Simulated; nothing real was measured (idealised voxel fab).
This is a process module. Its name is voxel capacitor over wiring.
It is cross-section cut that appears here, measuring 150 nm in width, its square cells being 5 nm in size.
This document writes a cross-section as a grid whose cells are square, and gives it as bands, listed from the top down; one or more rows of cells form a band.
Per band: top height and bottom height in nm, followed by the left-to-right materials and their widths in nm; "all across" marks a single material spanning edge to edge, "air" marks empty space.
For the purposes of this specification, 0 denotes the height below which the wafer in its as-received condition is composed wholly of one material, and the lowermost band, lacking a lower limit, extends downward without end, as expressed in "top 0, no bottom".
Quick explanation for "30..40": the width changes in equal steps down the rows of cells, from the first number in the band's top row to the second number in its bottom row.
Take "identical to before" at face value: in the step it is given for, the cross-section changed in none of its cells.
Basically, "Entrapped voids" tells you about the enclosed voids: empty spaces with no open way to the top, 8 cells or bigger, each written width x height at distance, where distance is from the left edge, all in nm.
Formally, on a step line, whatever follows the settings is a remark that the simulator itself makes on the step.
The line of a step may include "overlay nm". On a step with a mask, this value is how far to the right of its planned place the mask lay. A negative value means the mask lay to the left.
**The planned process steps are enumerated hereunder**
1) RECEIVE, material Si
2) CONFORMAL_DEP, material SiO2, thk nm 10
3) DIRECTIONAL_DEP, material TiN, thk nm 5
4) DIRECTIONAL_DEP, material W, thk nm 15
5) MASKED_ETCH, tone cover, mask id METAL_1, width nm 20, pitch nm 90, etch materials W, depth nm 15, overlay nm 0
6) MASKED_ETCH, tone cover, mask id METAL_1, width nm 30, pitch nm 90, etch materials TiN, depth nm 5, overlay nm 0
7) CONFORMAL_DEP, material SiN, thk nm 5
8) FILL_DEP, material SiO2, thk nm 5
9) CMP, height nm 30
10) CONFORMAL_DEP, material SiCN, thk nm 5
11) DIRECTIONAL_DEP, material SiO2, thk nm 10
12) MASKED_ETCH, tone open, mask id PLUG_1, width nm 15, etch materials SiO2, depth nm 10, overlay nm 0
13) MASKED_ETCH, tone open, mask id PLUG_1, width nm 15, etch materials SiCN, depth nm 5, overlay nm 0
14) EPI, material Ru, thk nm 10
15) EPI, material Ru, thk nm 5
16) DIRECTIONAL_DEP, material TiN, thk nm 5
17) DIRECTIONAL_DEP, material Al2O3, thk nm 5
18) DIRECTIONAL_DEP, material TiN, thk nm 10
19) DIRECTIONAL_DEP, material aC, thk nm 10
20) PATTERN, tone cover, mask id UPPER_PLATE, material resist, width nm 65, thk nm 30, overlay nm 0
21) DIRECTIONAL_ETCH, etch materials aC, depth nm 10
22) STRIP, etch materials resist
23) DIRECTIONAL_ETCH, etch materials TiN, depth nm 10
24) DIRECTIONAL_ETCH, etch materials Al2O3, depth nm 5
25) STRIP, etch materials aC
26) DIRECTIONAL_DEP, material aC, thk nm 10
27) PATTERN, tone cover, mask id LOWER_PLATE, material resist, width nm 75, thk nm 30, overlay nm 0
28) DIRECTIONAL_ETCH, etch materials aC, depth nm 10
29) STRIP, etch materials resist
30) DIRECTIONAL_ETCH, etch materials TiN, depth nm 5
31) STRIP, etch materials aC
32) FILL_DEP, material SiO2, thk nm 20
33) CMP, height nm 80
34) MASKED_ETCH, tone open, mask id PLUG_2, width nm 15, etch materials SiO2, depth nm 15, overlay nm 0
35) CONFORMAL_DEP, material TiN, thk nm 5
36) FILL_DEP, material W, thk nm 5
37) CMP, height nm 80
38) CONFORMAL_DEP, material SiN, thk nm 5
For clarity, it should be stated that the wafers under discussion commence in an identical condition and differ with respect to the width nm of step 5, the plan indicating the value that the first wafer had.
**Cross-section, first of several wafers, as delivered after step 1**
> top 0, no bottom: Si all across
> Entrapped voids: none
**First wafer of several, cross-section, module end, after step 38 (last)**
> top 85, bottom 80: SiN all across
> top 80, bottom 70: 40 of SiO2, then 5 of TiN, then 5 of W, then 5 of TiN, then 95 of SiO2
> top 70, bottom 65: 40 of SiO2, then 15 of TiN, then 95 of SiO2
> top 65, bottom 55: 30 of SiO2, then 65 of TiN, then 55 of SiO2
> top 55, bottom 50: 30 of SiO2, then 65 of Al2O3, then 55 of SiO2
> top 50, bottom 45: 25 of SiO2, then 75 of TiN, then 50 of SiO2
> top 45, bottom 35: 30 of SiO2, then 15 of Ru, then 105 of SiO2
> top 35, bottom 30: 30 of SiCN, then 15 of Ru, then 105 of SiCN
> top 30, bottom 20: 15 of SiO2, then 5 of SiN, then 20 of W, then 5 of SiN, then 60 of SiO2, then 5 of SiN, then 20 of W, then 5 of SiN, then 15 of SiO2
> top 20, bottom 15: 10 of SiO2, then 10 of SiN, then 20 of W, then 10 of SiN, then 50 of SiO2, then 10 of SiN, then 20 of W, then 10 of SiN, then 10 of SiO2
> top 15, bottom 10: 15 of SiN, then 30 of TiN, then 60 of SiN, then 30 of TiN, then 15 of SiN
> top 10, bottom 0: SiO2 all across
> top 0, no bottom: Si all across
> Entrapped voids: none
**Wafer cross-section (last wafer, module end)**
> top 85, bottom 80: SiN all across
> top 80, bottom 70: 40 of SiO2, then 5 of TiN, then 5 of W, then 5 of TiN, then 95 of SiO2
> top 70, bottom 65: 40 of SiO2, then 15 of TiN, then 95 of SiO2
> top 65, bottom 55: 30 of SiO2, then 65 of TiN, then 55 of SiO2
> top 55, bottom 50: 30 of SiO2, then 65 of Al2O3, then 55 of SiO2
> top 50, bottom 45: 25 of SiO2, then 75 of TiN, then 50 of SiO2
> top 45, bottom 35: 30 of SiO2, then 15 of Ru, then 105 of SiO2
> top 35, bottom 30: 30 of SiCN, then 15 of Ru, then 105 of SiCN
> top 30, bottom 15: 10 of SiO2, then 5 of SiN, then 30 of W, then 5 of SiN, then 50 of SiO2, then 5 of SiN, then 30 of W, then 5 of SiN, then 10 of SiO2
> top 15, bottom 10: 15 of SiN, then 30 of TiN, then 60 of SiN, then 30 of TiN, then 15 of SiN
> top 10, bottom 0: SiO2 all across
> top 0, no bottom: Si all across
> Entrapped voids: none
**Heads up, this table goes wafer by wafer. A row tells you, at the end of the module, how many cells of each material that wafer has put on (+) or dropped (-) since it was received, and then its closed voids**
width nm 20; +13 Al2O3; +9 Ru; +27 SiCN; +64 SiN; +311 SiO2; +60 TiN; +26 W; Entrapped voids: none
width nm 25; +13 Al2O3; +9 Ru; +27 SiCN; +62 SiN; +307 SiO2; +60 TiN; +32 W; Entrapped voids: none
width nm 30; +13 Al2O3; +9 Ru; +27 SiCN; +60 SiN; +303 SiO2; +60 TiN; +38 W; Entrapped voids: none
